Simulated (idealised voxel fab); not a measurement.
Presented below is a process module, voxel gate over fins.
We display cut, a cross-section 280 nm in width whose square cells are each 5 nm.
Notation: cross-section as square-cell grid; stated in bands, top first, going down; one or more cell rows per band.
A band entry consists of two parts. The first gives the height of the band's top and the height of its bottom, in nm. The rest lists the band's materials from left to right, each with its width in nm. A single material labelled with the word "edge to edge" fills the band from edge to edge, and the word "air" marks empty space.
We count height from 0. Below that, the starting wafer is all one material. The lowest band never ends at the bottom but goes on down; see "0..down" for how that is written.
Per-row width for "30..40": begins at first number (top row of band), ends at second number (bottom row), increment between rows held constant.
Where the words "nothing altered" appear for a step, the cross-section shows no cell changed by that step; every cell remained as before.
Unvented voids: empty space of 8 cells or more with no open way to the top, each as width x height at its distance from the left edge, in nm
Read whatever lies past the settings on a step's line as the simulator's own remark about the step.
A step's line can hold "overlay nm"; with a mask on that step, the setting says how far right of the planned place the mask lay, while a negative setting says it lay to the left.
-- Intended process steps
step 1: RECEIVE | material Si
step 2: CONFORMAL_DEP | material SiN | thk nm 10
step 3: DIRECTIONAL_DEP | material aC | thk nm 15
step 4: PATTERN | tone cover | mask id FINS | material resist | width nm 15 | pitch nm 50 | thk nm 30 | overlay nm 0
step 5: DIRECTIONAL_ETCH | etch materials aC | depth nm 15
step 6: STRIP | etch materials resist
step 7: DIRECTIONAL_ETCH | etch materials SiN | depth nm 10
step 8: DIRECTIONAL_ETCH | etch materials Si | depth nm 30
step 9: STRIP | etch materials aC
step 10: OXIDIZE | depth nm 5
step 11: FILL_DEP | material SiO2 | thk nm 15
step 12: CMP | height nm 10
step 13: MASKED_ETCH | tone open | mask id RAIL | width nm 15 | etch materials SiO2 | depth nm 35 | overlay nm 0
step 14: CONFORMAL_DEP | material TiN | thk nm 5
step 15: FILL_DEP | material W | thk nm 5
step 16: CMP | height nm 10
step 17: SELECTIVE_ETCH | etch materials W Ru TiN | depth nm 25
step 18: FILL_DEP | material SiO2 | thk nm 5
step 19: CMP | height nm 10
step 20: SELECTIVE_ETCH | etch materials SiO2 | depth nm 20
step 21: STRIP | etch materials SiN
step 22: CONFORMAL_DEP | material HfO2 | thk nm 5
step 23: CONFORMAL_DEP | material TiN | thk nm 5
step 24: FILL_DEP | material W | thk nm 15
step 25: CMP | height nm 20
step 26: CONFORMAL_DEP | material SiN | thk nm 5
-- Cross-section of the incoming wafer, state after step 1
0..down: Si edge to edge
Unvented voids: none
-- First of two wafers at the end of the module, shown in cross-section; run carried out as planned
25..20: SiN edge to edge
20..10: W edge to edge
10..5: W (50), then TiN (25), then W (25), then TiN (25), then W (25), then TiN (25), then W (25), then TiN (25), then W (55)
5..0: W (50), then TiN (5), then HfO2 (15), then TiN (5), then W (25), then TiN (5), then HfO2 (15), then TiN (5), then W (25), then TiN (5), then HfO2 (15), then TiN (5), then W (25), then TiN (5), then HfO2 (15), then TiN (5), then W (55)
0..-5: TiN (55), then HfO2 (5), then Si (5), then HfO2 (5), then TiN (35), then HfO2 (5), then Si (5), then HfO2 (5), then TiN (35), then HfO2 (5), then Si (5), then HfO2 (5), then TiN (35), then HfO2 (5), then Si (5), then HfO2 (5), then TiN (60)
-5..-10: HfO2 (60), then Si (5), then HfO2 (45), then Si (5), then HfO2 (45), then Si (5), then HfO2 (45), then Si (5), then HfO2 (65)
-10..-15: SiO2 (60), then Si (5), then SiO2 (45), then Si (5), then SiO2 (45), then Si (5), then SiO2 (45), then Si (5), then SiO2 (65)
-15..-20: SiO2 (60), then Si (5), then SiO2 (15), then TiN (5), then W (5), then TiN (5), then SiO2 (15), then Si (5), then SiO2 (45), then Si (5), then SiO2 (45), then Si (5), then SiO2 (65)
-20..-25: SiO2 (60), then Si (5), then SiO2 (15), then TiN (15), then SiO2 (15), then Si (5), then SiO2 (45), then Si (5), then SiO2 (45), then Si (5), then SiO2 (65)
-25..-35: SiO2 (60), then Si (5), then SiO2 (45), then Si (5), then SiO2 (45), then Si (5), then SiO2 (45), then Si (5), then SiO2 (65)
-35..down: Si edge to edge
Unvented voids: none
-- Cross-section of the latter of the two wafers at module completion. It had an identical start and an identical plan to the former; in running it, one mistake was made
25..20: SiN edge to edge
20..10: W edge to edge
10..5: W (50), then TiN (25), then W (25), then TiN (25), then W (25), then TiN (25), then W (25), then TiN (25), then W (55)
5..0: W (50), then TiN (5), then HfO2 (15), then TiN (5), then W (25), then TiN (5), then HfO2 (15), then TiN (5), then W (25), then TiN (5), then HfO2 (15), then TiN (5), then W (25), then TiN (5), then HfO2 (15), then TiN (5), then W (55)
0..-5: TiN (45), then W (5), then TiN (5), then HfO2 (5), then Si (5), then HfO2 (5), then TiN (5), then W (25), then TiN (5), then HfO2 (5), then Si (5), then HfO2 (5), then TiN (5), then W (25), then TiN (5), then HfO2 (5), then Si (5), then HfO2 (5), then TiN (5), then W (25), then TiN (5), then HfO2 (5), then Si (5), then HfO2 (5), then TiN (5), then W (5), then TiN (50)
-5..-10: HfO2 (40), then TiN (5), then W (5), then TiN (5), then HfO2 (5), then Si (5), then HfO2 (5), then TiN (35), then HfO2 (5), then Si (5), then HfO2 (5), then TiN (5), then W (25), then TiN (5), then HfO2 (5), then Si (5), then HfO2 (5), then TiN (5), then W (25), then TiN (5), then HfO2 (5), then Si (5), then HfO2 (5), then TiN (5), then W (5), then TiN (5), then HfO2 (45)
-10..-15: SiO2 (35), then HfO2 (5), then TiN (15), then HfO2 (5), then Si (5), then HfO2 (5), then TiN (5), then HfO2 (25), then TiN (5), then HfO2 (5), then Si (5), then HfO2 (5), then TiN (35), then HfO2 (5), then Si (5), then HfO2 (5), then TiN (35), then HfO2 (5), then Si (5), then HfO2 (5), then TiN (15), then HfO2 (5), then SiO2 (40)
-15..-20: SiO2 (35), then HfO2 (25), then Si (5), then HfO2 (15), then TiN (5), then W (5), then TiN (5), then HfO2 (15), then Si (5), then HfO2 (45), then Si (5), then HfO2 (45), then Si (5), then HfO2 (25), then SiO2 (40)
-20..-25: SiO2 (60), then Si (5), then SiO2 (15), then TiN (15), then SiO2 (15), then Si (5), then SiO2 (45), then Si (5), then SiO2 (45), then Si (5), then SiO2 (65)
-25..-35: SiO2 (60), then Si (5), then SiO2 (45), then Si (5), then SiO2 (45), then Si (5), then SiO2 (45), then Si (5), then SiO2 (65)
-35..down: Si edge to edge
Unvented voids: none
Heads up, the wafer didn't run the way we planned it: deviation from plan: step 21 and step 20 executed in one another's positions
Final wafer comparison in cells, second versus first, more or fewer per material: HfO2 +22, SiO2 -71, TiN +20, W +29
